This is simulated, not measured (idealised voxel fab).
process module | voxel transistor to metal
cross-section cut | 205 nm wide | cells 5 nm
A cross-section is a grid of square cells, given in bands from the top down. A band is one or more rows of cells.
Each band's line starts with the height of the band's top and of its bottom, in nm. Then come its materials from left to right, each with its width in nm. One material with "throughout" fills the band from edge to edge. "air" is empty space.
Height 0 is the level under which the wafer as received is all one material. The lowest band goes on downwards, as in "0 down".
A width such as "30 to 40" changes by the same amount from each row of cells to the next, from the band's top row to its bottom row.
"no change" after a step means that no cell of the cross-section changed.
closed voids: empty space of 8 cells or more with no open way to the top, each as width x height at its distance from the left edge, in nm
after a step's settings: what the simulator itself notes on the step
overlay nm, on a step with a mask: how far to the right of its planned place the mask lay; to the left if negative
plan
1 op RECEIVE | material Si
2 op CONFORMAL_DEP | material SiO2 | thk nm 5
3 op CONFORMAL_DEP | material SiN | thk nm 15
4 op MASKED_ETCH | tone cover | mask id ACTIVE | width nm 95 | etch materials SiN | depth nm 15 | overlay nm 0
5 op MASKED_ETCH | tone cover | mask id ACTIVE | width nm 95 | etch materials SiO2 | depth nm 5 | overlay nm 0
6 op MASKED_ETCH | tone cover | mask id ACTIVE | width nm 95 | etch materials Si | depth nm 25 | overlay nm 0
7 op FILL_DEP | material SiO2 | thk nm 15
8 op CMP | height nm 20
9 op SELECTIVE_ETCH | etch materials SiO2 | depth nm 15
10 op STRIP | etch materials SiN
11 op SELECTIVE_ETCH | etch materials SiO2 | depth nm 5
12 op OXIDIZE | depth nm 5
13 op DIRECTIONAL_DEP | material polySi | thk nm 30
14 op DIRECTIONAL_DEP | material SiCN | thk nm 15
15 op DIRECTIONAL_DEP | material aC | thk nm 15
16 op PATTERN | tone cover | mask id GATE | material resist | width nm 15 | thk nm 35 | overlay nm 0
17 op DIRECTIONAL_ETCH | etch materials aC | depth nm 15
18 op STRIP | etch materials resist
19 op DIRECTIONAL_ETCH | etch materials SiCN | depth nm 25
20 op DIRECTIONAL_ETCH | etch materials polySi | depth nm 40
21 op STRIP | etch materials aC
22 op CONFORMAL_DEP | material SiN | thk nm 5
23 op DIRECTIONAL_ETCH | etch materials SiN | depth nm 5
24 op DIRECTIONAL_ETCH | etch materials SiO2 | depth nm 5
25 op DIRECTIONAL_ETCH | etch materials Si | depth nm 15
26 op EPI | material pSi | thk nm 20
27 op FILL_DEP | material SiO2 | thk nm 5
28 op CMP | height nm 45
29 op DIRECTIONAL_DEP | material SiO2 | thk nm 15
30 op PATTERN | tone open | mask id CONTACT | material resist | width nm 20 | pitch nm 65 | thk nm 15 | overlay nm 0
31 op DIRECTIONAL_ETCH | etch materials SiO2 | depth nm 60
32 op STRIP | etch materials resist
33 op CONFORMAL_DEP | material TiN | thk nm 5
34 op FILL_DEP | material W | thk nm 10
35 op CMP | height nm 60
36 op CONFORMAL_DEP | material SiCN | thk nm 5
37 op DIRECTIONAL_DEP | material lowk | thk nm 20
38 op MASKED_ETCH | tone open | mask id METAL_1 | width nm 20 | pitch nm 65 | etch materials lowk | depth nm 20 | overlay nm 0
39 op MASKED_ETCH | tone open | mask id METAL_1 | width nm 20 | pitch nm 65 | etch materials SiCN | depth nm 5 | overlay nm 0
40 op CONFORMAL_DEP | material TiN | thk nm 5
41 op FILL_DEP | material Cu | thk nm 5
42 op CMP | height nm 85
43 op CONFORMAL_DEP | material SiCN | thk nm 5
44 op DIRECTIONAL_DEP | material SiO2 | thk nm 30
45 op PATTERN | tone open | mask id METAL_2_HOLES | material resist | width nm 15 | pitch nm 65 | thk nm 15 | overlay nm 0
46 op DIRECTIONAL_ETCH | etch materials SiO2 | depth nm 30
47 op STRIP | etch materials resist
48 op MASKED_ETCH | tone open | mask id METAL_2 | width nm 20 | pitch nm 65 | etch materials SiO2 | depth nm 15 | overlay nm 0
49 op MASKED_ETCH | tone open | mask id METAL_2 | width nm 20 | pitch nm 65 | etch materials SiCN | depth nm 5 | overlay nm 0
50 op CONFORMAL_DEP | material TiN | thk nm 5
51 op FILL_DEP | material Cu | thk nm 10
52 op CMP | height nm 120
53 op CONFORMAL_DEP | material SiCN | thk nm 5
as received, after step 1
  0 down: Si throughout
  closed voids: none
a wafer at the end: this start, this plan, one mistake
  125 to 120: SiCN throughout
  120 to 110: SiO2 60 | TiN 5 | Cu 10 | TiN 5 | SiO2 45 | TiN 5 | Cu 10 | TiN 5 | SiO2 60
  110 to 105: SiO2 60 | TiN 5 | Cu 5 | TiN 10 | SiO2 45 | TiN 5 | Cu 5 | TiN 10 | SiO2 60
  105 to 90: SiO2 60 | TiN 5 | Cu 5 | TiN 5 | SiO2 50 | TiN 5 | Cu 5 | TiN 5 | SiO2 65
  90 to 85: SiCN 60 | TiN 15 | SiCN 50 | TiN 15 | SiCN 65
  85 to 65: lowk 60 | TiN 5 | Cu 10 | TiN 5 | lowk 45 | TiN 5 | Cu 10 | TiN 5 | lowk 60
  65 to 60: SiCN 60 | TiN 20 | SiCN 45 | TiN 20 | SiCN 60
  60 to 45: SiO2 60 | TiN 5 | W 10 | TiN 5 | SiO2 45 | TiN 5 | W 10 | TiN 5 | SiO2 60
  45 to 30: SiO2 60 | TiN 5 | W 10 | TiN 5 | SiO2 10 | SiN 5 | SiCN 15 | SiN 5 | SiO2 10 | TiN 5 | W 10 | TiN 5 | SiO2 60
  30 to 20: SiO2 60 | TiN 5 | W 10 | TiN 5 | SiO2 10 | SiN 5 | polySi 15 | SiN 5 | SiO2 10 | TiN 5 | W 10 | TiN 5 | SiO2 60
  20 to 15: SiO2 60 | TiN 20 | SiO2 10 | SiN 5 | polySi 15 | SiN 5 | SiO2 10 | TiN 20 | SiO2 60
  15 to 0: SiO2 60 | TiN 10 | pSi 20 | SiN 5 | polySi 15 | SiN 5 | pSi 20 | TiN 10 | SiO2 60
  0 to -5: SiO2 35 | SiN 5 | SiO2 10 | SiN 5 | pSi 35 | SiO2 25 | pSi 35 | SiN 5 | SiO2 10 | SiN 5 | SiO2 35
  -5 to -15: SiO2 35 | SiN 5 | SiO2 10 | SiN 5 | SiO2 5 | pSi 30 | Si 25 | pSi 30 | SiO2 5 | SiN 5 | SiO2 10 | SiN 5 | SiO2 35
  -15 to -20: SiO2 60 | pSi 30 | Si 25 | pSi 30 | SiO2 60
  -20 to -25: SiO2 55 | Si 95 | SiO2 55
  -25 down: Si throughout
  closed voids: none
what went wrong: steps 9 and 10 were swapped
